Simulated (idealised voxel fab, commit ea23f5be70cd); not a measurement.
process module | voxel ribs on slabs
cross-section cut | 155 nm wide | cells 5 nm
A cross-section is a grid of square cells, given in bands from the top down. A band is one or more rows of cells.
Each band's line starts with the height of the band's top and of its bottom, in nm. Then come its materials from left to right, each with its width in nm. One material with "throughout" fills the band from edge to edge. "air" is empty space.
Height 0 is the level under which the wafer as received is all one material. The lowest band goes on downwards, as in "0 down".
A width such as "30 to 40" changes by the same amount from each row of cells to the next, from the band's top row to its bottom row.
"no change" after a step means that no cell of the cross-section changed.
closed voids: empty space of 8 cells or more with no open way to the top, each as width x height at its distance from the left edge, in nm
after a step's settings: what the simulator itself notes on the step
overlay nm, on a step with a mask: how far to the right of its planned place the mask lay; to the left if negative
plan
1 op RECEIVE | material Si
2 op DIRECTIONAL_DEP | material SiO2 | thk nm 30
3 op DIRECTIONAL_DEP | material SiN | thk nm 20
4 op MASKED_ETCH | tone cover | mask id RIB | width nm 20 | etch materials SiN | depth nm 15 | overlay nm 0
5 op MASKED_ETCH | tone cover | mask id SLAB | width nm 50 | etch materials SiN | depth nm 5 | overlay nm 0
6 op FILL_DEP | material SiO2 | thk nm 25
7 op CMP | height nm 65
8 op DIRECTIONAL_DEP | material TiN | thk nm 10
9 op PATTERN | tone cover | mask id HEATER | material resist | width nm 30 | thk nm 20 | overlay nm 0
10 op DIRECTIONAL_ETCH | etch materials TiN | depth nm 10
11 op STRIP | etch materials resist
12 op CONFORMAL_DEP | material SiO2 | thk nm 10
first wafer, as planned
as received, after step 1
  0 down: Si throughout
  closed voids: none
after step 2
  30 to 0: SiO2 throughout
  below 0: unchanged
after step 3
  50 to 30: SiN throughout
  below 30: unchanged
after step 4
  50 to 35: air 65 | SiN 20 | air 70
  below 35: unchanged
after step 5
  50 to 35: air 65 | SiN 20 | air 70
  35 to 30: air 50 | SiN 50 | air 55
  below 30: unchanged
after step 6
  75 to 50: SiO2 throughout
  50 to 35: SiO2 65 | SiN 20 | SiO2 70
  35 to 30: SiO2 50 | SiN 50 | SiO2 55
  below 30: unchanged
after step 7
  65 to 50: SiO2 throughout
  below 50: unchanged
after step 8
  75 to 65: TiN throughout
  below 65: unchanged
after step 9
  95 to 75: air 60 | resist 30 | air 65
  below 75: unchanged
after step 10
  95 to 75: air 60 | resist 30 | air 65
  75 to 65: air 60 | TiN 30 | air 65
  below 65: unchanged
after step 11
  75 to 65: air 60 | TiN 30 | air 65
  below 65: unchanged
after step 12
  85 to 75: air 50 | SiO2 50 | air 55
  75 to 65: SiO2 60 | TiN 30 | SiO2 65
  below 65: unchanged
second wafer: like start, like plan, one mistake. Through step 9 it matches the first wafer
when step 10 should have ended
  95 to 75: air 60 | resist 30 | air 65
  75 to 70: air 60 | TiN 30 | air 65
  below 70: unchanged
when step 11 should have ended
  75 to 70: air 60 | TiN 30 | air 65
  below 70: unchanged
when step 12 should have ended
  85 to 80: air 50 | SiO2 50 | air 55
  80 to 75: SiO2 throughout
  75 to 70: SiO2 60 | TiN 30 | SiO2 65
  below 70: unchanged
what went wrong: step 10 ran as: op DIRECTIONAL_ETCH | etch materials TiN | depth nm 5
at the end the second wafer has, in cells: 4 fewer of SiO2 | 25 more of TiN
